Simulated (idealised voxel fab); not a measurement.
The following process module bears the name voxel capacitor over wiring.
Section cut is 180 nm wide and gridded with 5 nm square cells.
How to read a cross-section here: the picture is a grid of square cells, written as bands going from the top down, and any band can span one or more rows of cells. Look at the band entry: it leads with the top's height and the bottom's height in nm. Then it lists the materials left to right, with a width in nm for each. The word "edge to edge" on a single material says that material fills the band edge to edge. The word "air" is empty space. Heights are expressed relative to 0, this being the level below which the as-received wafer comprises one material exclusively. The lowest band is unbounded in the downward direction and is denoted as in "0 nm and below". The expression "30 to 40" gives the width at the extremes of the band, the first number at its top row of cells and the second at its bottom row, with the width changing by equal amounts from each row to the next in between. Key: "no change" - step with no changed cell in the cross-section. Closed empty spaces (no open way to the top) of 8 cells or more are what "Closed internal voids" lists, each as width x height at distance from the left edge, nm for all three. Heads up: the bit after the settings on a step's line is the simulator's remark on that step. The setting "overlay nm" may be written on the line of a step. When the step uses a mask, the value reports how far to the right of the planned place the mask lay, and a negative value reports that it lay to the left.
# The process steps that were planned are listed below
1. RECEIVE (material Si)
2. CONFORMAL_DEP (material SiO2; thk nm 10)
3. DIRECTIONAL_DEP (material TiN; thk nm 5)
4. DIRECTIONAL_DEP (material Ru; thk nm 20)
5. MASKED_ETCH (tone cover; mask id METAL_1; width nm 20; pitch nm 75; etch materials Ru; depth nm 20; overlay nm 0)
6. MASKED_ETCH (tone cover; mask id METAL_1; width nm 20; pitch nm 75; etch materials TiN; depth nm 5; overlay nm 0)
7. CONFORMAL_DEP (material SiN; thk nm 5)
8. FILL_DEP (material SiO2; thk nm 10)
9. CMP (height nm 35)
10. CONFORMAL_DEP (material SiCN; thk nm 5)
11. DIRECTIONAL_DEP (material lowk; thk nm 10)
12. PATTERN (tone open; mask id PLUG_1; material resist; width nm 15; thk nm 15; overlay nm 0)
13. DIRECTIONAL_ETCH (etch materials lowk; depth nm 10)
14. DIRECTIONAL_ETCH (etch materials SiCN; depth nm 5)
15. STRIP (etch materials resist)
16. CONFORMAL_DEP (material TiN; thk nm 5)
17. FILL_DEP (material W; thk nm 10)
18. CMP (height nm 50)
19. DIRECTIONAL_DEP (material TiN; thk nm 5)
20. DIRECTIONAL_DEP (material SiN; thk nm 5)
21. DIRECTIONAL_DEP (material TiN; thk nm 10)
22. PATTERN (tone cover; mask id UPPER_PLATE; material resist; width nm 60; thk nm 15; overlay nm 0)
23. DIRECTIONAL_ETCH (etch materials TiN; depth nm 10)
24. DIRECTIONAL_ETCH (etch materials SiN; depth nm 5)
25. STRIP (etch materials resist)
26. PATTERN (tone cover; mask id LOWER_PLATE; material resist; width nm 70; thk nm 15; overlay nm 0)
27. DIRECTIONAL_ETCH (etch materials TiN; depth nm 5)
28. STRIP (etch materials resist)
29. FILL_DEP (material SiO2; thk nm 15)
30. CMP (height nm 80)
31. PATTERN (tone open; mask id PLUG_2; material resist; width nm 15; thk nm 15; overlay nm 0)
32. DIRECTIONAL_ETCH (etch materials SiO2; depth nm 10)
33. STRIP (etch materials resist)
34. CONFORMAL_DEP (material TiN; thk nm 5)
35. FILL_DEP (material Ru; thk nm 10)
36. CMP (height nm 80)
37. CONFORMAL_DEP (material SiCN; thk nm 5)
# as received, after step 1
0 nm and below = Si edge to edge
Closed internal voids: none
# End-of-module cross-section of the first of two wafers, processed as planned
85 nm to 80 nm = SiCN edge to edge
80 nm to 75 nm = SiO2 55, then TiN 5, then Ru 5, then TiN 5, then SiO2 110
75 nm to 70 nm = SiO2 55, then TiN 15, then SiO2 110
70 nm to 60 nm = SiO2 45, then TiN 60, then SiO2 75
60 nm to 55 nm = SiO2 45, then SiN 60, then SiO2 75
55 nm to 50 nm = SiO2 40, then TiN 70, then SiO2 70
50 nm to 40 nm = lowk 45, then TiN 5, then W 5, then TiN 5, then lowk 120
40 nm to 35 nm = SiCN 45, then TiN 15, then SiCN 120
35 nm to 15 nm = SiO2 35, then SiN 5, then Ru 20, then SiN 5, then SiO2 45, then SiN 5, then Ru 20, then SiN 5, then SiO2 40
15 nm to 10 nm = SiN 40, then TiN 20, then SiN 55, then TiN 20, then SiN 45
10 nm to 0 nm = SiO2 edge to edge
0 nm and below = Si edge to edge
Closed internal voids: none
# Wafer two (of two), end-of-module cross-section: start = wafer one, plan = wafer one, one run mistake
85 nm to 80 nm = SiCN edge to edge
80 nm to 75 nm = SiO2 55, then TiN 5, then Ru 5, then TiN 5, then SiO2 110
75 nm to 65 nm = SiO2 55 to 45, then TiN 15 to 55, then SiO2 110 to 80
65 nm to 60 nm = SiO2 45, then TiN 60, then SiO2 75
60 nm to 55 nm = SiO2 45, then SiN 60, then SiO2 75
55 nm to 50 nm = SiO2 30, then TiN 75, then SiO2 75
50 nm to 40 nm = lowk 45, then TiN 5, then W 5, then TiN 5, then lowk 120
40 nm to 35 nm = SiCN 45, then TiN 15, then SiCN 120
35 nm to 15 nm = SiO2 35, then SiN 5, then Ru 20, then SiN 5, then SiO2 45, then SiN 5, then Ru 20, then SiN 5, then SiO2 40
15 nm to 10 nm = SiN 40, then TiN 20, then SiN 55, then TiN 20, then SiN 45
10 nm to 0 nm = SiO2 edge to edge
0 nm and below = Si edge to edge
Closed internal voids: none
It is concluded that the wafer was processed incorrectly with respect to the plan, in that step 26 was run on a setting that differed from the plan, and what really ran there is PATTERN (tone cover; mask id LOWER_PLATE; material resist; width nm 70; thk nm 15; overlay nm -10)
End check, second vs first wafer: material counts in cells match, positions do not.
